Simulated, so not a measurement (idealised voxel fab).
The process module presented herein is designated voxel ribs on slabs.
Each square cell in cross-section cut measures 5 nm, and the section as a whole is 175 nm wide.
A cross-section in this document is a grid of square cells, and it is written down as bands, the top band listed before the ones below it; a band is made up of one or more rows of cells.
Each band's line starts with the height of the band's top and of its bottom, in nm. Then come its materials from left to right, each with its width in nm. One material with "everywhere" fills the band from edge to edge. "air" is empty space.
Convention: height 0 is the level below which the wafer, as received, is all one material. The lowest band does not terminate at the bottom but continues downward, represented as "0..down".
Read "30..40" as a graded width: first number on top, second number at the bottom, same change between each pair of neighbouring rows.
Any step labelled "left unchanged" changed none of the cells in the cross-section.
The entry titled "Closed void catalog" provides the empty spaces that have no open way to the top, restricted to those of 8 cells or more. Each is presented as width x height at distance, the distance being measured from the left edge, with all three in nm.
The remark found on a step's line after its settings is issued by the simulator itself and pertains to that step.
On any step carrying a mask, the "overlay nm" setting, if present on the step's line, tells how far right of its planned place the mask lay; negative values point to the left.

### Set out below are the planned steps of the process
1. RECEIVE, material Si
2. DIRECTIONAL_DEP, material SiO2, thk nm 20
3. DIRECTIONAL_DEP, material polySi, thk nm 15
4. PATTERN, tone cover, mask id RIB, material resist, width nm 30, thk nm 20, overlay nm 0
5. DIRECTIONAL_ETCH, etch materials polySi, depth nm 5
6. STRIP, etch materials resist
7. PATTERN, tone cover, mask id SLAB, material resist, width nm 90, thk nm 20, overlay nm -15
8. DIRECTIONAL_ETCH, etch materials polySi, depth nm 10
9. STRIP, etch materials resist
10. FILL_DEP, material SiO2, thk nm 30
11. CMP, height nm 55
12. DIRECTIONAL_DEP, material TiN, thk nm 10
13. PATTERN, tone cover, mask id HEATER, material resist, width nm 40, thk nm 20, overlay nm 0
14. DIRECTIONAL_ETCH, etch materials TiN, depth nm 10
15. STRIP, etch materials resist
16. CONFORMAL_DEP, material SiO2, thk nm 10
Wafer-to-wafer difference: overlay nm, step 7. Common start. Plan = first wafer's value.

### Cross-sectional view of the first of several wafers in the as-received condition, corresponding to the state following step 1
    0..down = Si everywhere
    Closed void catalog: none

### The first of several wafers, seen in cross-section after the module's last step, step 16
    75..65 = air (55), then SiO2 (60), then air (60)
    65..55 = SiO2 (65), then TiN (40), then SiO2 (70)
    55..35 = SiO2 everywhere
    35..30 = SiO2 (70), then polySi (30), then SiO2 (75)
    30..20 = SiO2 (25), then polySi (90), then SiO2 (60)
    20..0 = SiO2 everywhere
    0..down = Si everywhere
    Closed void catalog: none

### Cross-section, last wafer, module completion
    75..65 = air (55), then SiO2 (60), then air (60)
    65..55 = SiO2 (65), then TiN (40), then SiO2 (70)
    55..35 = SiO2 everywhere
    35..30 = SiO2 (70), then polySi (30), then SiO2 (75)
    30..20 = SiO2 (55), then polySi (90), then SiO2 (30)
    20..0 = SiO2 everywhere
    0..down = Si everywhere
    Closed void catalog: none

### Tabulated below, wafer by wafer, are the end-of-module results: for each material, the number of cells gained (+) or lost (-) relative to the as-received state, followed by the closed voids
overlay nm -15; +421 SiO2; +16 TiN; +42 polySi; Closed void catalog: none
overlay nm -10; +421 SiO2; +16 TiN; +42 polySi; Closed void catalog: none
overlay nm -5; +421 SiO2; +16 TiN; +42 polySi; Closed void catalog: none
overlay nm 0; +421 SiO2; +16 TiN; +42 polySi; Closed void catalog: none
overlay nm 5; +421 SiO2; +16 TiN; +42 polySi; Closed void catalog: none
overlay nm 10; +421 SiO2; +16 TiN; +42 polySi; Closed void catalog: none
overlay nm 15; +421 SiO2; +16 TiN; +42 polySi; Closed void catalog: none
